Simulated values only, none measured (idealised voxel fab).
Process module in this document: voxel transistor to metal
300 nm wide, 5 nm square cells: that's cross-section cut.
A cross-section is written here as square cells arranged in a grid, and it is given in bands from the top down, each band taking up one or more rows of cells.
Band: top and bottom heights (nm) first, top before bottom; then materials from left to right, widths in nm. "full width" marks a sole material filling the band edge to edge. "empty" denotes empty space.
Height datum 0, below which the as-received substrate wafer is one material. Lowest band open at the bottom, running downward: "top 0, no bottom".
Per-row width for "30->40": begins at first number (top row of band), ends at second number (bottom row), increment between rows held constant.
It should be understood that the words "all unchanged", when stated for a given step, signify that the cross-section underwent no change in any of its cells during that step.
The label "Catalogued sealed voids" introduces a list of the empty spaces, 8 cells or larger, that have no open way up to the top; each entry in it reads width x height at distance, where the distance is taken from the left edge and all three are stated in nm.
Note: text after step settings on the step line = simulator remark on that step.
The "overlay nm" setting may appear on a step's line; for a step that uses a mask, it gives how far to the right of its planned position the mask lay, and a negative value indicates the left.
[Here's what the planned process steps look like]
1,RECEIVE [material Si]
2,OXIDIZE [depth nm 5]
3,CONFORMAL_DEP [material SiN] [thk nm 10]
4,MASKED_ETCH [tone cover] [mask id ACTIVE] [width nm 110] [pitch nm 140] [etch materials SiN] [depth nm 10] [overlay nm 0]
5,MASKED_ETCH [tone cover] [mask id ACTIVE] [width nm 110] [pitch nm 140] [etch materials SiO2] [depth nm 5] [overlay nm 0]
6,MASKED_ETCH [tone cover] [mask id ACTIVE] [width nm 110] [pitch nm 140] [etch materials Si] [depth nm 35] [overlay nm 0]
7,FILL_DEP [material SiO2] [thk nm 15]
8,CMP [height nm 10]
9,SELECTIVE_ETCH [etch materials SiO2] [depth nm 10]
10,STRIP [etch materials SiN]
11,SELECTIVE_ETCH [etch materials SiO2] [depth nm 5]
12,OXIDIZE [depth nm 5]
13,DIRECTIONAL_DEP [material polySi] [thk nm 30]
14,DIRECTIONAL_DEP [material SiCN] [thk nm 15]
15,PATTERN [tone cover] [mask id GATE] [material resist] [width nm 20] [pitch nm 140] [thk nm 15] [overlay nm 0]
16,DIRECTIONAL_ETCH [etch materials SiCN] [depth nm 25]
17,DIRECTIONAL_ETCH [etch materials polySi] [depth nm 40]
18,STRIP [etch materials resist]
19,CONFORMAL_DEP [material SiO2] [thk nm 5]
20,DIRECTIONAL_ETCH [etch materials SiO2] [depth nm 5]
21,CONFORMAL_DEP [material SiN] [thk nm 5]
22,DIRECTIONAL_ETCH [etch materials SiN] [depth nm 5]
23,DIRECTIONAL_ETCH [etch materials SiO2] [depth nm 5]
24,DIRECTIONAL_ETCH [etch materials Si] [depth nm 15]
25,EPI [material pSi] [thk nm 15]
26,FILL_DEP [material SiO2] [thk nm 5]
27,CMP [height nm 40]
28,DIRECTIONAL_DEP [material SiO2] [thk nm 10]
29,MASKED_ETCH [tone open] [mask id CONTACT] [width nm 20] [pitch nm 70] [etch materials SiO2] [depth nm 60] [overlay nm 0]
30,CONFORMAL_DEP [material TiN] [thk nm 5]
31,FILL_DEP [material W] [thk nm 5]
32,CMP [height nm 50]
33,CONFORMAL_DEP [material SiCN] [thk nm 5]
34,DIRECTIONAL_DEP [material SiO2] [thk nm 25]
35,MASKED_ETCH [tone open] [mask id METAL_1] [width nm 20] [pitch nm 70] [etch materials SiO2] [depth nm 25] [overlay nm 0]
36,MASKED_ETCH [tone open] [mask id METAL_1] [width nm 20] [pitch nm 70] [etch materials SiCN] [depth nm 5] [overlay nm 0]
37,CONFORMAL_DEP [material TiN] [thk nm 5]
38,FILL_DEP [material Cu] [thk nm 10]
39,CMP [height nm 80]
40,EPI [material Ru] [thk nm 5]
41,FILL_DEP [material SiCN] [thk nm 5]
[First wafer of two (run as planned)]
[as received, after step 1]
> top 0, no bottom | Si full width
> Catalogued sealed voids: none
[The wafer in cross-section once step 2 is complete]
> top 0, bottom -5 | SiO2 full width
> Anything lower than -5 is untouched.
[The wafer in cross-section once step 3 is complete]
> top 10, bottom 0 | SiN full width
> Anything lower than 0 is untouched.
[The wafer in cross-section once step 4 is complete]
> top 10, bottom 0 | empty (25)  SiN (110)  empty (30)  SiN (110)  empty (25)
> Anything lower than 0 is untouched.
[The wafer in cross-section once step 5 is complete]
> top 10, bottom 0 | empty (25)  SiN (110)  empty (30)  SiN (110)  empty (25)
> top 0, bottom -5 | empty (25)  SiO2 (110)  empty (30)  SiO2 (110)  empty (25)
> Anything lower than -5 is untouched.
[The wafer in cross-section once step 6 is complete]
> top 10, bottom 0 | empty (25)  SiN (110)  empty (30)  SiN (110)  empty (25)
> top 0, bottom -5 | empty (25)  SiO2 (110)  empty (30)  SiO2 (110)  empty (25)
> top -5, bottom -40 | empty (25)  Si (110)  empty (30)  Si (110)  empty (25)
> Anything lower than -40 is untouched.
[The wafer in cross-section once step 7 is complete]
> top 25, bottom 10 | SiO2 full width
> top 10, bottom 0 | SiO2 (25)  SiN (110)  SiO2 (30)  SiN (110)  SiO2 (25)
> top 0, bottom -5 | SiO2 full width
> top -5, bottom -40 | SiO2 (25)  Si (110)  SiO2 (30)  Si (110)  SiO2 (25)
> Anything lower than -40 is untouched.
[The wafer in cross-section once step 8 is complete]
> top 10, bottom 0 | SiO2 (25)  SiN (110)  SiO2 (30)  SiN (110)  SiO2 (25)
> Anything lower than 0 is untouched.
[The wafer in cross-section once step 9 is complete]
> top 10, bottom 0 | empty (25)  SiN (110)  empty (30)  SiN (110)  empty (25)
> Anything lower than 0 is untouched.
[The wafer in cross-section once step 10 is complete]
> top 0, bottom -5 | SiO2 full width
> Anything lower than -5 is untouched.
[The wafer in cross-section once step 11 is complete]
> top -5, bottom -40 | SiO2 (25)  Si (110)  SiO2 (30)  Si (110)  SiO2 (25)
> Anything lower than -40 is untouched.
[The wafer in cross-section once step 12 is complete]
> top -5, bottom -10 | SiO2 full width
> Anything lower than -10 is untouched.
[The wafer in cross-section once step 13 is complete]
> top 25, bottom -5 | polySi full width
> Anything lower than -5 is untouched.
[The wafer in cross-section once step 14 is complete]
> top 40, bottom 25 | SiCN full width
> Anything lower than 25 is untouched.
[The wafer in cross-section once step 15 is complete]
> top 55, bottom 40 | empty (70)  resist (20)  empty (120)  resist (20)  empty (70)
> Anything lower than 40 is untouched.
[The wafer in cross-section once step 16 is complete]
> top 55, bottom 40 | empty (70)  resist (20)  empty (120)  resist (20)  empty (70)
> top 40, bottom 25 | empty (70)  SiCN (20)  empty (120)  SiCN (20)  empty (70)
> Anything lower than 25 is untouched.
[The wafer in cross-section once step 17 is complete]
> top 55, bottom 40 | empty (70)  resist (20)  empty (120)  resist (20)  empty (70)
> top 40, bottom 25 | empty (70)  SiCN (20)  empty (120)  SiCN (20)  empty (70)
> top 25, bottom -5 | empty (70)  polySi (20)  empty (120)  polySi (20)  empty (70)
> Anything lower than -5 is untouched.
[The wafer in cross-section once step 18 is complete]
> top 40, bottom 25 | empty (70)  SiCN (20)  empty (120)  SiCN (20)  empty (70)
> Anything lower than 25 is untouched.
[The wafer in cross-section once step 19 is complete]
> top 45, bottom 40 | empty (65)  SiO2 (30)  empty (110)  SiO2 (30)  empty (65)
> top 40, bottom 25 | empty (65)  SiO2 (5)  SiCN (20)  SiO2 (5)  empty (110)  SiO2 (5)  SiCN (20)  SiO2 (5)  empty (65)
> top 25, bottom 0 | empty (65)  SiO2 (5)  polySi (20)  SiO2 (5)  empty (110)  SiO2 (5)  polySi (20)  SiO2 (5)  empty (65)
> top 0, bottom -5 | SiO2 (70)  polySi (20)  SiO2 (120)  polySi (20)  SiO2 (70)
> Anything lower than -5 is untouched.
[The wafer in cross-section once step 20 is complete]
> top 40, bottom 25 | empty (65)  SiO2 (5)  SiCN (20)  SiO2 (5)  empty (110)  SiO2 (5)  SiCN (20)  SiO2 (5)  empty (65)
> top 25, bottom -5 | empty (65)  SiO2 (5)  polySi (20)  SiO2 (5)  empty (110)  SiO2 (5)  polySi (20)  SiO2 (5)  empty (65)
> Anything lower than -5 is untouched.
[The wafer in cross-section once step 21 is complete]
> top 45, bottom 40 | empty (60)  SiN (40)  empty (100)  SiN (40)  empty (60)
> top 40, bottom 25 | empty (60)  SiN (5)  SiO2 (5)  SiCN (20)  SiO2 (5)  SiN (5)  empty (100)  SiN (5)  SiO2 (5)  SiCN (20)  SiO2 (5)  SiN (5)  empty (60)
> top 25, bottom 0 | empty (60)  SiN (5)  SiO2 (5)  polySi (20)  SiO2 (5)  SiN (5)  empty (100)  SiN (5)  SiO2 (5)  polySi (20)  SiO2 (5)  SiN (5)  empty (60)
> top 0, bottom -5 | SiN (65)  SiO2 (5)  polySi (20)  SiO2 (5)  SiN (110)  SiO2 (5)  polySi (20)  SiO2 (5)  SiN (65)
> Anything lower than -5 is untouched.
[The wafer in cross-section once step 22 is complete]
> top 40, bottom 25 | empty (60)  SiN (5)  SiO2 (5)  SiCN (20)  SiO2 (5)  SiN (5)  empty (100)  SiN (5)  SiO2 (5)  SiCN (20)  SiO2 (5)  SiN (5)  empty (60)
> top 25, bottom -5 | empty (60)  SiN (5)  SiO2 (5)  polySi (20)  SiO2 (5)  SiN (5)  empty (100)  SiN (5)  SiO2 (5)  polySi (20)  SiO2 (5)  SiN (5)  empty (60)
> Anything lower than -5 is untouched.
[The wafer in cross-section once step 23 is complete]
> top 40, bottom 35 | empty (60)  SiN (5)  empty (5)  SiCN (20)  empty (5)  SiN (5)  empty (100)  SiN (5)  empty (5)  SiCN (20)  empty (5)  SiN (5)  empty (60)
> top 35, bottom 25 | empty (60)  SiN (5)  SiO2 (5)  SiCN (20)  SiO2 (5)  SiN (5)  empty (100)  SiN (5)  SiO2 (5)  SiCN (20)  SiO2 (5)  SiN (5)  empty (60)
> top 25, bottom -5 | empty (60)  SiN (5)  SiO2 (5)  polySi (20)  SiO2 (5)  SiN (5)  empty (100)  SiN (5)  SiO2 (5)  polySi (20)  SiO2 (5)  SiN (5)  empty (60)
> top -5, bottom -10 | empty (60)  SiO2 (40)  empty (100)  SiO2 (40)  empty (60)
> Anything lower than -10 is untouched.
[The wafer in cross-section once step 24 is complete]
> top 40, bottom 35 | empty (60)  SiN (5)  empty (5)  SiCN (20)  empty (5)  SiN (5)  empty (100)  SiN (5)  empty (5)  SiCN (20)  empty (5)  SiN (5)  empty (60)
> top 35, bottom 25 | empty (60)  SiN (5)  SiO2 (5)  SiCN (20)  SiO2 (5)  SiN (5)  empty (100)  SiN (5)  SiO2 (5)  SiCN (20)  SiO2 (5)  SiN (5)  empty (60)
> top 25, bottom -5 | empty (60)  SiN (5)  SiO2 (5)  polySi (20)  SiO2 (5)  SiN (5)  empty (100)  SiN (5)  SiO2 (5)  polySi (20)  SiO2 (5)  SiN (5)  empty (60)
> top -5, bottom -10 | empty (60)  SiO2 (40)  empty (100)  SiO2 (40)  empty (60)
> top -10, bottom -25 | SiO2 (25)  empty (35)  Si (40)  empty (35)  SiO2 (30)  empty (35)  Si (40)  empty (35)  SiO2 (25)
> Anything lower than -25 is untouched.
[The wafer in cross-section once step 25 is complete]
> top 40, bottom 35 | empty (60)  SiN (5)  empty (5)  SiCN (20)  empty (5)  SiN (5)  empty (100)  SiN (5)  empty (5)  SiCN (20)  empty (5)  SiN (5)  empty (60)
> top 35, bottom 25 | empty (60)  SiN (5)  SiO2 (5)  SiCN (20)  SiO2 (5)  SiN (5)  empty (100)  SiN (5)  SiO2 (5)  SiCN (20)  SiO2 (5)  SiN (5)  empty (60)
> top 25, bottom 5 | empty (60)  SiN (5)  SiO2 (5)  polySi (20)  SiO2 (5)  SiN (5)  empty (100)  SiN (5)  SiO2 (5)  polySi (20)  SiO2 (5)  SiN (5)  empty (60)
> top 5, bottom -5 | empty (45)  pSi (15)  SiN (5)  SiO2 (5)  polySi (20)  SiO2 (5)  SiN (5)  pSi (15)  empty (70)  pSi (15)  SiN (5)  SiO2 (5)  polySi (20)  SiO2 (5)  SiN (5)  pSi (15)  empty (45)
> top -5, bottom -10 | empty (45)  pSi (15)  SiO2 (40)  pSi (15)  empty (70)  pSi (15)  SiO2 (40)  pSi (15)  empty (45)
> top -10, bottom -25 | SiO2 (25)  pSi (35)  Si (40)  pSi (35)  SiO2 (30)  pSi (35)  Si (40)  pSi (35)  SiO2 (25)
> Anything lower than -25 is untouched.
[The wafer in cross-section once step 26 is complete]
> top 45, bottom 40 | SiO2 full width
> top 40, bottom 25 | SiO2 (60)  SiN (5)  SiO2 (5)  SiCN (20)  SiO2 (5)  SiN (5)  SiO2 (100)  SiN (5)  SiO2 (5)  SiCN (20)  SiO2 (5)  SiN (5)  SiO2 (60)
> top 25, bottom 5 | SiO2 (60)  SiN (5)  SiO2 (5)  polySi (20)  SiO2 (5)  SiN (5)  SiO2 (100)  SiN (5)  SiO2 (5)  polySi (20)  SiO2 (5)  SiN (5)  SiO2 (60)
> top 5, bottom -5 | SiO2 (45)  pSi (15)  SiN (5)  SiO2 (5)  polySi (20)  SiO2 (5)  SiN (5)  pSi (15)  SiO2 (70)  pSi (15)  SiN (5)  SiO2 (5)  polySi (20)  SiO2 (5)  SiN (5)  pSi (15)  SiO2 (45)
> top -5, bottom -10 | SiO2 (45)  pSi (15)  SiO2 (40)  pSi (15)  SiO2 (70)  pSi (15)  SiO2 (40)  pSi (15)  SiO2 (45)
> Anything lower than -10 is untouched.
[The wafer in cross-section once step 27 is complete]
> top 40, bottom 25 | SiO2 (60)  SiN (5)  SiO2 (5)  SiCN (20)  SiO2 (5)  SiN (5)  SiO2 (100)  SiN (5)  SiO2 (5)  SiCN (20)  SiO2 (5)  SiN (5)  SiO2 (60)
> Anything lower than 25 is untouched.
[The wafer in cross-section once step 28 is complete]
> top 50, bottom 40 | SiO2 full width
> Anything lower than 40 is untouched.
[The wafer in cross-section once step 29 is complete]
> top 50, bottom 40 | SiO2 (35)  empty (20)  SiO2 (50)  empty (20)  SiO2 (50)  empty (20)  SiO2 (50)  empty (20)  SiO2 (35)
> top 40, bottom 25 | SiO2 (35)  empty (20)  SiO2 (5)  SiN (5)  SiO2 (5)  SiCN (20)  SiO2 (5)  SiN (5)  SiO2 (5)  empty (20)  SiO2 (50)  empty (20)  SiO2 (5)  SiN (5)  SiO2 (5)  SiCN (20)  SiO2 (5)  SiN (5)  SiO2 (5)  empty (20)  SiO2 (35)
> top 25, bottom 5 | SiO2 (35)  empty (20)  SiO2 (5)  SiN (5)  SiO2 (5)  polySi (20)  SiO2 (5)  SiN (5)  SiO2 (5)  empty (20)  SiO2 (50)  empty (20)  SiO2 (5)  SiN (5)  SiO2 (5)  polySi (20)  SiO2 (5)  SiN (5)  SiO2 (5)  empty (20)  SiO2 (35)
> top 5, bottom -5 | SiO2 (35)  empty (10)  pSi (15)  SiN (5)  SiO2 (5)  polySi (20)  SiO2 (5)  SiN (5)  pSi (15)  empty (10)  SiO2 (50)  empty (10)  pSi (15)  SiN (5)  SiO2 (5)  polySi (20)  SiO2 (5)  SiN (5)  pSi (15)  empty (10)  SiO2 (35)
> top -5, bottom -10 | SiO2 (35)  empty (10)  pSi (15)  SiO2 (40)  pSi (15)  empty (10)  SiO2 (50)  empty (10)  pSi (15)  SiO2 (40)  pSi (15)  empty (10)  SiO2 (35)
> Anything lower than -10 is untouched.
[The wafer in cross-section once step 30 is complete]
> top 55, bottom 50 | TiN (40)  empty (10)  TiN (60)  empty (10)  TiN (60)  empty (10)  TiN (60)  empty (10)  TiN (40)
> top 50, bottom 40 | SiO2 (35)  TiN (5)  empty (10)  TiN (5)  SiO2 (50)  TiN (5)  empty (10)  TiN (5)  SiO2 (50)  TiN (5)  empty (10)  TiN (5)  SiO2 (50)  TiN (5)  empty (10)  TiN (5)  SiO2 (35)
> top 40, bottom 25 | SiO2 (35)  TiN (5)  empty (10)  TiN (5)  SiO2 (5)  SiN (5)  SiO2 (5)  SiCN (20)  SiO2 (5)  SiN (5)  SiO2 (5)  TiN (5)  empty (10)  TiN (5)  SiO2 (50)  TiN (5)  empty (10)  TiN (5)  SiO2 (5)  SiN (5)  SiO2 (5)  SiCN (20)  SiO2 (5)  SiN (5)  SiO2 (5)  TiN (5)  empty (10)  TiN (5)  SiO2 (35)
> top 25, bottom 10 | SiO2 (35)  TiN (5)  empty (10)  TiN (5)  SiO2 (5)  SiN (5)  SiO2 (5)  polySi (20)  SiO2 (5)  SiN (5)  SiO2 (5)  TiN (5)  empty (10)  TiN (5)  SiO2 (50)  TiN (5)  empty (10)  TiN (5)  SiO2 (5)  SiN (5)  SiO2 (5)  polySi (20)  SiO2 (5)  SiN (5)  SiO2 (5)  TiN (5)  empty (10)  TiN (5)  SiO2 (35)
> top 10, bottom 5 | SiO2 (35)  TiN (20)  SiO2 (5)  SiN (5)  SiO2 (5)  polySi (20)  SiO2 (5)  SiN (5)  SiO2 (5)  TiN (20)  SiO2 (50)  TiN (20)  SiO2 (5)  SiN (5)  SiO2 (5)  polySi (20)  SiO2 (5)  SiN (5)  SiO2 (5)  TiN (20)  SiO2 (35)
> top 5, bottom -5 | SiO2 (35)  TiN (10)  pSi (15)  SiN (5)  SiO2 (5)  polySi (20)  SiO2 (5)  SiN (5)  pSi (15)  TiN (10)  SiO2 (50)  TiN (10)  pSi (15)  SiN (5)  SiO2 (5)  polySi (20)  SiO2 (5)  SiN (5)  pSi (15)  TiN (10)  SiO2 (35)
> top -5, bottom -10 | SiO2 (35)  TiN (10)  pSi (15)  SiO2 (40)  pSi (15)  TiN (10)  SiO2 (50)  TiN (10)  pSi (15)  SiO2 (40)  pSi (15)  TiN (10)  SiO2 (35)
> Anything lower than -10 is untouched.
[The wafer in cross-section once step 31 is complete]
> top 60, bottom 55 | W full width
> top 55, bottom 50 | TiN (40)  W (10)  TiN (60)  W (10)  TiN (60)  W (10)  TiN (60)  W (10)  TiN (40)
> top 50, bottom 40 | SiO2 (35)  TiN (5)  W (10)  TiN (5)  SiO2 (50)  TiN (5)  W (10)  TiN (5)  SiO2 (50)  TiN (5)  W (10)  TiN (5)  SiO2 (50)  TiN (5)  W (10)  TiN (5)  SiO2 (35)
> top 40, bottom 25 | SiO2 (35)  TiN (5)  W (10)  TiN (5)  SiO2 (5)  SiN (5)  SiO2 (5)  SiCN (20)  SiO2 (5)  SiN (5)  SiO2 (5)  TiN (5)  W (10)  TiN (5)  SiO2 (50)  TiN (5)  W (10)  TiN (5)  SiO2 (5)  SiN (5)  SiO2 (5)  SiCN (20)  SiO2 (5)  SiN (5)  SiO2 (5)  TiN (5)  W (10)  TiN (5)  SiO2 (35)
> top 25, bottom 10 | SiO2 (35)  TiN (5)  W (10)  TiN (5)  SiO2 (5)  SiN (5)  SiO2 (5)  polySi (20)  SiO2 (5)  SiN (5)  SiO2 (5)  TiN (5)  W (10)  TiN (5)  SiO2 (50)  TiN (5)  W (10)  TiN (5)  SiO2 (5)  SiN (5)  SiO2 (5)  polySi (20)  SiO2 (5)  SiN (5)  SiO2 (5)  TiN (5)  W (10)  TiN (5)  SiO2 (35)
> Anything lower than 10 is untouched.
[The wafer in cross-section once step 32 is complete]
> top 50, bottom 40 | SiO2 (35)  TiN (5)  W (10)  TiN (5)  SiO2 (50)  TiN (5)  W (10)  TiN (5)  SiO2 (50)  TiN (5)  W (10)  TiN (5)  SiO2 (50)  TiN (5)  W (10)  TiN (5)  SiO2 (35)
> Anything lower than 40 is untouched.
[The wafer in cross-section once step 33 is complete]
> top 55, bottom 50 | SiCN full width
> Anything lower than 50 is untouched.
[The wafer in cross-section once step 34 is complete]
> top 80, bottom 55 | SiO2 full width
> Anything lower than 55 is untouched.
[The wafer in cross-section once step 35 is complete]
> top 80, bottom 55 | SiO2 (35)  empty (20)  SiO2 (50)  empty (20)  SiO2 (50)  empty (20)  SiO2 (50)  empty (20)  SiO2 (35)
> Anything lower than 55 is untouched.
[The wafer in cross-section once step 36 is complete]
> top 80, bottom 55 | SiO2 (35)  empty (20)  SiO2 (50)  empty (20)  SiO2 (50)  empty (20)  SiO2 (50)  empty (20)  SiO2 (35)
> top 55, bottom 50 | SiCN (35)  empty (20)  SiCN (50)  empty (20)  SiCN (50)  empty (20)  SiCN (50)  empty (20)  SiCN (35)
> Anything lower than 50 is untouched.
[The wafer in cross-section once step 37 is complete]
> top 85, bottom 80 | TiN (40)  empty (10)  TiN (60)  empty (10)  TiN (60)  empty (10)  TiN (60)  empty (10)  TiN (40)
> top 80, bottom 55 | SiO2 (35)  TiN (5)  empty (10)  TiN (5)  SiO2 (50)  TiN (5)  empty (10)  TiN (5)  SiO2 (50)  TiN (5)  empty (10)  TiN (5)  SiO2 (50)  TiN (5)  empty (10)  TiN (5)  SiO2 (35)
> top 55, bottom 50 | SiCN (35)  TiN (20)  SiCN (50)  TiN (20)  SiCN (50)  TiN (20)  SiCN (50)  TiN (20)  SiCN (35)
> Anything lower than 50 is untouched.
[The wafer in cross-section once step 38 is complete]
> top 95, bottom 85 | Cu full width
> top 85, bottom 80 | TiN (40)  Cu (10)  TiN (60)  Cu (10)  TiN (60)  Cu (10)  TiN (60)  Cu (10)  TiN (40)
> top 80, bottom 55 | SiO2 (35)  TiN (5)  Cu (10)  TiN (5)  SiO2 (50)  TiN (5)  Cu (10)  TiN (5)  SiO2 (50)  TiN (5)  Cu (10)  TiN (5)  SiO2 (50)  TiN (5)  Cu (10)  TiN (5)  SiO2 (35)
> Anything lower than 55 is untouched.
[The wafer in cross-section once step 39 is complete]
> top 80, bottom 55 | SiO2 (35)  TiN (5)  Cu (10)  TiN (5)  SiO2 (50)  TiN (5)  Cu (10)  TiN (5)  SiO2 (50)  TiN (5)  Cu (10)  TiN (5)  SiO2 (50)  TiN (5)  Cu (10)  TiN (5)  SiO2 (35)
> Anything lower than 55 is untouched.
[The wafer in cross-section once step 40 is complete]
> top 85, bottom 80 | empty (30)  Ru (30)  empty (40)  Ru (30)  empty (40)  Ru (30)  empty (40)  Ru (30)  empty (30)
> Anything lower than 80 is untouched.
[The wafer in cross-section once step 41 is complete]
> top 90, bottom 85 | SiCN full width
> top 85, bottom 80 | SiCN (30)  Ru (30)  SiCN (40)  Ru (30)  SiCN (40)  Ru (30)  SiCN (40)  Ru (30)  SiCN (30)
> Anything lower than 80 is untouched.
[What follows concerns the second wafer, which started out like the first and was meant to follow the very same plan; one mistake crept in when it was run, but everything up to and including step 32 is the same as for the first wafer]
[X-section, second wafer, when step 33 was due to finish]
> top 75, bottom 50 | SiO2 full width
> Anything lower than 50 is untouched.
[X-section, second wafer, when step 34 was due to finish]
> top 80, bottom 75 | SiCN full width
> Anything lower than 75 is untouched.
X-section, second wafer, when step 35 was due to finish: all unchanged
[X-section, second wafer, when step 36 was due to finish]
> top 80, bottom 75 | SiCN (35)  empty (20)  SiCN (50)  empty (20)  SiCN (50)  empty (20)  SiCN (50)  empty (20)  SiCN (35)
> Anything lower than 75 is untouched.
[X-section, second wafer, when step 37 was due to finish]
> top 85, bottom 80 | TiN (40)  empty (10)  TiN (60)  empty (10)  TiN (60)  empty (10)  TiN (60)  empty (10)  TiN (40)
> top 80, bottom 75 | SiCN (35)  TiN (20)  SiCN (50)  TiN (20)  SiCN (50)  TiN (20)  SiCN (50)  TiN (20)  SiCN (35)
> Anything lower than 75 is untouched.
[X-section, second wafer, when step 38 was due to finish]
> top 95, bottom 85 | Cu full width
> top 85, bottom 80 | TiN (40)  Cu (10)  TiN (60)  Cu (10)  TiN (60)  Cu (10)  TiN (60)  Cu (10)  TiN (40)
> Anything lower than 80 is untouched.
[X-section, second wafer, when step 39 was due to finish]
> top 80, bottom 75 | SiCN (35)  TiN (20)  SiCN (50)  TiN (20)  SiCN (50)  TiN (20)  SiCN (50)  TiN (20)  SiCN (35)
> Anything lower than 75 is untouched.
[X-section, second wafer, when step 40 was due to finish]
> top 85, bottom 80 | empty (30)  Ru (30)  empty (40)  Ru (30)  empty (40)  Ru (30)  empty (40)  Ru (30)  empty (30)
> Anything lower than 80 is untouched.
[X-section, second wafer, when step 41 was due to finish]
> top 90, bottom 85 | SiCN full width
> top 85, bottom 80 | SiCN (30)  Ru (30)  SiCN (40)  Ru (30)  SiCN (40)  Ru (30)  SiCN (40)  Ru (30)  SiCN (30)
> Anything lower than 80 is untouched.
Deviation from plan: plan vs actual: 33 and 34 interchanged
Final difference in cells, second wafer against first, listed per material as more or fewer: Cu: 40 fewer, SiO2: 80 more, TiN: 40 fewer
